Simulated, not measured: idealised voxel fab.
Presented below is a process module, voxel released beams.
For reference, the cross-section in this document is cut, with width 295 nm and square cells of 5 nm.
Cross-section, as written here: a square-cell grid given band by band from the top down, where a band holds one or more rows of cells. Look at the band entry: it leads with the top's height and the bottom's height in nm. Then it lists the materials left to right, with a width in nm for each. The word "full width" on a single material says that material fills the band edge to edge. The word "empty" is empty space. Height datum 0, below which the as-received substrate wafer is one material. Lowest band open at the bottom, running downward: "z 0 and below". The notation "30 to 40" denotes a width that varies across the rows of cells in the band, beginning at the first number in the top row, finishing at the second number in the bottom row, and changing by an identical amount from each row to the next. Any step labelled "everything unchanged" changed none of the cells in the cross-section. For the entry "Closed void entries", the listed items are empty spaces with no open way to the top whose size is 8 cells or more; each item follows the pattern width x height at distance, where distance is from the left edge and all three are in nm. Where a step's line continues beyond its settings, the continuation is a remark by the simulator itself on that step. The line of a step may include "overlay nm". On a step with a mask, this value is how far to the right of its planned place the mask lay. A negative value means the mask lay to the left.

Process steps - plan:
1,RECEIVE (material Si)
2,CONFORMAL_DEP (material Al2O3; thk nm 5)
3,DIRECTIONAL_DEP (material SiO2; thk nm 20)
4,MASKED_ETCH (tone open; mask id ANCHOR; width nm 35; etch materials SiO2; depth nm 20; overlay nm 0)
5,CONFORMAL_DEP (material SiN; thk nm 10)
6,DIRECTIONAL_DEP (material aC; thk nm 15)
7,PATTERN (tone cover; mask id BEAM; material resist; width nm 110; thk nm 30; overlay nm 0)
8,DIRECTIONAL_ETCH (etch materials aC; depth nm 15)
9,STRIP (etch materials resist)
10,DIRECTIONAL_ETCH (etch materials SiN; depth nm 10)
11,STRIP (etch materials aC)
12,STRIP (etch materials SiO2)

Cross-section, incoming material, after step 1:
z 0 and below | Si full width
Closed void entries: none

Module complete - cross-section of the first of two wafers, run according to plan:
z 35 to 25 | 90 nm empty  15 nm SiN  15 nm empty  80 nm SiN  95 nm empty
z 25 to 15 | 95 nm empty  10 nm SiN  15 nm empty  10 nm SiN  165 nm empty
z 15 to 5 | 95 nm empty  35 nm SiN  165 nm empty
z 5 to 0 | Al2O3 full width
z 0 and below | Si full width
Closed void entries: none

Presented here is a cross-section of the second of the two wafers as it stood at the end of the module. It was started in the same manner and assigned the same plan as the first wafer; however, one mistake was made in its execution:
z 35 to 25 | 95 nm empty  10 nm SiN  15 nm empty  80 nm SiN  95 nm empty
z 25 to 15 | 95 nm empty  10 nm SiN  15 nm empty  10 nm SiN  165 nm empty
z 15 to 5 | 95 nm empty  35 nm SiN  165 nm empty
z 5 to 0 | Al2O3 full width
z 0 and below | Si full width
Closed void entries: none
Processing error: for step 7, the planned setting was not used; the step was instead run as PATTERN (tone cover; mask id BEAM; material resist; width nm 105; thk nm 30; overlay nm 0)
FYI, end of process, the second wafer has more or fewer cells of some materials than the first: -2 SiN
